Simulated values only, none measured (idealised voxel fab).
This section sets out a process module, namely voxel tone inversion.
Cross-section cut: width 240 nm, square cells of 5 nm.
How to read a cross-section here: the picture is a grid of square cells, written as bands going from the top down, and any band can span one or more rows of cells. Heights first: top, then bottom, in nm. Then materials, left to right, each with a width in nm. "everywhere" on a single material: fills the band edge to edge. "air": empty space. Beneath 0, the wafer as received is one material, and that level is where height counting begins. The lowest band goes on downward without a bottom; it is written like "0 -> down". It should be noted that a width expressed as "30..40" varies in equal increments from row to row of cells within the band, taking the value of the first number at the top row and that of the second number at the bottom row. The designation "no alterations made", where it is given for a processing step, indicates that no cell of the cross-section was altered in the course of that step. This entry, "Closed cavities", enumerates those empty regions of no fewer than 8 cells that possess no open connection to the top. Each region is reported in the form width x height at distance, the distance being taken from the left edge, with all three quantities expressed in nm. What comes after the settings on a step's line is commentary from the simulator itself on that step. "overlay nm", when on a step's line for a step with a mask, measures how far to the right of its planned place the mask lay; a negative measure means to the left.

Process steps foreseen in the plan
1,op RECEIVE | material Si
2,op CONFORMAL_DEP | material SiN | thk nm 5
3,op DIRECTIONAL_DEP | material polySi | thk nm 20
4,op PATTERN | tone cover | mask id POSTS | material resist | width nm 15 | pitch nm 45 | thk nm 25 | overlay nm -15
5,op DIRECTIONAL_ETCH | etch materials polySi | depth nm 20
6,op STRIP | etch materials resist
7,op FILL_DEP | material lowk | thk nm 10
8,op CMP | height nm 25
9,op STRIP | etch materials polySi
10,op CONFORMAL_DEP | material TiN | thk nm 5
11,op FILL_DEP | material Cu | thk nm 10
12,op CMP | height nm 25
13,op CONFORMAL_DEP | material SiCN | thk nm 5
Be aware that, although all wafers share a common starting state, the overlay nm at step 4 differs among them, and the plan displays the first wafer's value.

So this is the first of several wafers, cross-sectioned as it came to us, meaning it's at the end of step 1
    0 -> down | Si everywhere
    Closed cavities: none

Each row below is a wafer at the end of the module, listing for every material the number of cells it has gained (+) or lost (-) since it was received, followed by its closed voids
overlay nm -15; +12 Cu; +48 SiCN; +48 SiN; +36 TiN; +144 lowk; Closed cavities: none
overlay nm -10; +12 Cu; +48 SiCN; +48 SiN; +36 TiN; +144 lowk; Closed cavities: none
overlay nm -5; +12 Cu; +48 SiCN; +48 SiN; +36 TiN; +144 lowk; Closed cavities: none
overlay nm 0; +12 Cu; +48 SiCN; +48 SiN; +36 TiN; +144 lowk; Closed cavities: none
overlay nm 5; +12 Cu; +48 SiCN; +48 SiN; +36 TiN; +144 lowk; Closed cavities: none
overlay nm 10; +12 Cu; +48 SiCN; +48 SiN; +36 TiN; +144 lowk; Closed cavities: none
overlay nm 15; +12 Cu; +48 SiCN; +48 SiN; +36 TiN; +144 lowk; Closed cavities: none
